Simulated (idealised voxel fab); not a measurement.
process module | voxel capacitor over wiring
cross-section cut | 240 nm wide | cells 5 nm
A cross-section is a grid of square cells, given in bands from the top down. A band is one or more rows of cells.
Each band's line starts with the height of the band's top and of its bottom, in nm. Then come its materials from left to right, each with its width in nm. One material with "throughout" fills the band from edge to edge. "air" is empty space.
Height 0 is the level under which the wafer as received is all one material. The lowest band goes on downwards, as in "0 down".
A width such as "30 to 40" changes by the same amount from each row of cells to the next, from the band's top row to its bottom row.
"no change" after a step means that no cell of the cross-section changed.
closed voids: empty space of 8 cells or more with no open way to the top, each as width x height at its distance from the left edge, in nm
after a step's settings: what the simulator itself notes on the step
overlay nm, on a step with a mask: how far to the right of its planned place the mask lay; to the left if negative
plan
1 op RECEIVE | material Si
2 op CONFORMAL_DEP | material SiO2 | thk nm 10
3 op CONFORMAL_DEP | material SiCN | thk nm 5
4 op DIRECTIONAL_DEP | material SiO2 | thk nm 20
5 op DIRECTIONAL_DEP | material aC | thk nm 15
6 op PATTERN | tone open | mask id METAL_1 | material resist | width nm 30 | pitch nm 90 | thk nm 30 | overlay nm 0
7 op DIRECTIONAL_ETCH | etch materials aC | depth nm 15
8 op STRIP | etch materials resist
9 op DIRECTIONAL_ETCH | etch materials SiO2 | depth nm 20
10 op DIRECTIONAL_ETCH | etch materials SiCN | depth nm 5
11 op STRIP | etch materials aC
12 op CONFORMAL_DEP | material TiN | thk nm 5
13 op FILL_DEP | material Cu | thk nm 10
14 op CMP | height nm 35
15 op CONFORMAL_DEP | material SiCN | thk nm 5
16 op DIRECTIONAL_DEP | material lowk | thk nm 20
17 op DIRECTIONAL_DEP | material aC | thk nm 10
18 op PATTERN | tone open | mask id PLUG_1 | material resist | width nm 15 | thk nm 30 | overlay nm 0
19 op DIRECTIONAL_ETCH | etch materials aC | depth nm 10
20 op STRIP | etch materials resist
21 op DIRECTIONAL_ETCH | etch materials lowk | depth nm 20
22 op DIRECTIONAL_ETCH | etch materials SiCN | depth nm 5
23 op STRIP | etch materials aC
24 op EPI | material Ru | thk nm 10
25 op EPI | material Ru | thk nm 10
26 op EPI | material Ru | thk nm 5
27 op DIRECTIONAL_DEP | material TiN | thk nm 10
28 op DIRECTIONAL_DEP | material HfO2 | thk nm 5
29 op DIRECTIONAL_DEP | material TiN | thk nm 10
30 op PATTERN | tone cover | mask id UPPER_PLATE | material resist | width nm 65 | thk nm 20 | overlay nm 0
31 op DIRECTIONAL_ETCH | etch materials TiN | depth nm 10
32 op DIRECTIONAL_ETCH | etch materials HfO2 | depth nm 5
33 op STRIP | etch materials resist
34 op DIRECTIONAL_DEP | material aC | thk nm 10
35 op PATTERN | tone cover | mask id LOWER_PLATE | material resist | width nm 75 | thk nm 25 | overlay nm 0
36 op DIRECTIONAL_ETCH | etch materials aC | depth nm 10
37 op STRIP | etch materials resist
38 op DIRECTIONAL_ETCH | etch materials TiN | depth nm 10
39 op STRIP | etch materials aC
40 op FILL_DEP | material SiO2 | thk nm 20
41 op CMP | height nm 100
42 op DIRECTIONAL_DEP | material aC | thk nm 10
43 op PATTERN | tone open | mask id PLUG_2 | material resist | width nm 15 | thk nm 25 | overlay nm 0
44 op DIRECTIONAL_ETCH | etch materials aC | depth nm 10
45 op STRIP | etch materials resist
46 op DIRECTIONAL_ETCH | etch materials SiO2 | depth nm 15
47 op STRIP | etch materials aC
48 op CONFORMAL_DEP | material TiN | thk nm 5
49 op FILL_DEP | material Cu | thk nm 5
50 op CMP | height nm 100
51 op CONFORMAL_DEP | material SiCN | thk nm 5
varied across the wafers: thk nm of step 15. The plan shows the first wafer's value. All wafers start alike
first wafer as received, after step 1
  0 down: Si throughout
  closed voids: none
first wafer at the end, after step 51
  105 to 100: SiCN throughout
  100 to 90: SiO2 85 | TiN 5 | Cu 5 | TiN 5 | SiO2 140
  90 to 85: SiO2 85 | TiN 15 | SiO2 140
  85 to 75: SiO2 75 | TiN 65 | SiO2 100
  75 to 70: SiO2 75 | HfO2 65 | SiO2 100
  70 to 60: SiO2 70 | TiN 75 | SiO2 95
  60 to 40: lowk 75 | Ru 15 | lowk 150
  40 to 35: SiCN 75 | Ru 15 | SiCN 150
  35 to 15: SiO2 60 | TiN 5 | Cu 20 | TiN 5 | SiO2 60 | TiN 5 | Cu 20 | TiN 5 | SiO2 60
  15 to 10: SiCN 60 | TiN 30 | SiCN 60 | TiN 30 | SiCN 60
  10 to 0: SiO2 throughout
  0 down: Si throughout
  closed voids: none
last wafer at the end
  105 to 100: SiCN throughout
  100 to 90: SiO2 85 | TiN 55 | SiO2 100
  90 to 85: SiO2 85 | TiN 5 | HfO2 50 | SiO2 100
  85 to 75: SiO2 70 | TiN 5 | SiO2 15 | TiN 55 | SiO2 95
  75 to 65: lowk 75 | TiN 15 | lowk 150
  65 to 60: lowk 75 | HfO2 15 | lowk 150
  60 to 55: lowk 75 | TiN 15 | lowk 150
  55 to 50: SiCN 75 | TiN 15 | SiCN 150
  50 to 35: SiCN throughout
  35 to 15: SiO2 60 | TiN 5 | Cu 20 | TiN 5 | SiO2 60 | TiN 5 | Cu 20 | TiN 5 | SiO2 60
  15 to 10: SiCN 60 | TiN 30 | SiCN 60 | TiN 30 | SiCN 60
  10 to 0: SiO2 throughout
  0 down: Si throughout
  closed voids: none
each wafer at the end: cells of each material gained (+) or lost (-) since it was received, then its closed voids
thk nm 5 | +34 Cu | +13 HfO2 | +15 Ru | +129 SiCN | +546 SiO2 | +91 TiN | +180 lowk | closed voids: none
thk nm 10 | +33 Cu | +13 HfO2 | +177 SiCN | +515 SiO2 | +90 TiN | +180 lowk | closed voids: none
thk nm 15 | +32 Cu | +13 HfO2 | +225 SiCN | +469 SiO2 | +89 TiN | +180 lowk | closed voids: none
thk nm 20 | +32 Cu | +13 HfO2 | +273 SiCN | +423 SiO2 | +87 TiN | +180 lowk | closed voids: none
